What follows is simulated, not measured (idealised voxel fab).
The process module presented herein is designated voxel air gaps.
Shown is cross-section cut, with a width of 280 nm and square cells of size 5 nm.
How to read a cross-section here: the picture is a grid of square cells, written as bands going from the top down, and any band can span one or more rows of cells.
Band: top height; bottom height; in nm. Then, left to right: material with width in nm, for each material. "everywhere": a single material spanning edge to edge. "empty": empty space.
Zero point of the height axis is 0; under it, received wafer = one material. Lowest band: continues down indefinitely, "0 nm and below".
When a width is written as two numbers, as in "30..40", the first number is the width in the top row of cells of the band and the second is the width in its bottom row, and the width changes by the same amount from each row to the next.
Given "remained the same" for a step, no cell of the cross-section differs between before and after that step.
In "Closed void inventory" the enclosed voids are listed, meaning empty spaces of 8 cells or larger without any opening to the top. The form is width x height at distance, distance from the left edge, units nm.
Text after the settings on a step's line: the simulator's own remark on that step.
overlay nm: how far to the right of its planned place the mask lay on this masked step (negative: to the left).

### plan
step 1: RECEIVE (material Si)
step 2: CONFORMAL_DEP (material SiO2; thk nm 10)
step 3: CONFORMAL_DEP (material SiCN; thk nm 5)
step 4: DIRECTIONAL_DEP (material lowk; thk nm 30)
step 5: PATTERN (tone open; mask id LINES; material resist; width nm 20; pitch nm 45; thk nm 15; overlay nm -15)
step 6: DIRECTIONAL_ETCH (etch materials lowk; depth nm 30)
step 7: STRIP (etch materials resist)
step 8: CONFORMAL_DEP (material TiN; thk nm 5)
step 9: FILL_DEP (material Cu; thk nm 5)
step 10: CMP (height nm 45)
step 11: EPI (material Ru; thk nm 10)
step 12: SELECTIVE_ETCH (etch materials lowk; depth nm 40)
step 13: CONFORMAL_DEP (material SiCN; thk nm 5)
Don't read the plan's overlay nm for step 5 as applying to every wafer: that's the first wafer's value, and the wafers differ in it, though they all start identical.

### Cross-section: the first of several wafers in its as-received state, i.e. following step 1
	0 nm and below = Si everywhere
	Closed void inventory: none

### Heads up, this table goes wafer by wafer. A row tells you, at the end of the module, how many cells of each material that wafer has put on (+) or dropped (-) since it was received, and then its closed voids
overlay nm -15, +40 Cu, +64 Ru, +196 SiCN, +112 SiO2, +56 TiN, Closed void inventory: 15 x 20 at 70; 15 x 20 at 115; 15 x 20 at 160
overlay nm -10, +40 Cu, +64 Ru, +196 SiCN, +112 SiO2, +56 TiN, Closed void inventory: 15 x 20 at 75; 15 x 20 at 120; 15 x 20 at 165
overlay nm -5, +40 Cu, +64 Ru, +196 SiCN, +112 SiO2, +56 TiN, Closed void inventory: 15 x 20 at 80; 15 x 20 at 125; 15 x 20 at 170
overlay nm 0, +40 Cu, +64 Ru, +196 SiCN, +112 SiO2, +56 TiN, Closed void inventory: 15 x 20 at 85; 15 x 20 at 130; 15 x 20 at 175
overlay nm 5, +40 Cu, +64 Ru, +196 SiCN, +112 SiO2, +56 TiN, Closed void inventory: 15 x 20 at 90; 15 x 20 at 135; 15 x 20 at 180
overlay nm 10, +40 Cu, +64 Ru, +196 SiCN, +112 SiO2, +56 TiN, Closed void inventory: 15 x 20 at 95; 15 x 20 at 140; 15 x 20 at 185
overlay nm 15, +40 Cu, +64 Ru, +196 SiCN, +112 SiO2, +56 TiN, Closed void inventory: 15 x 20 at 100; 15 x 20 at 145; 15 x 20 at 190
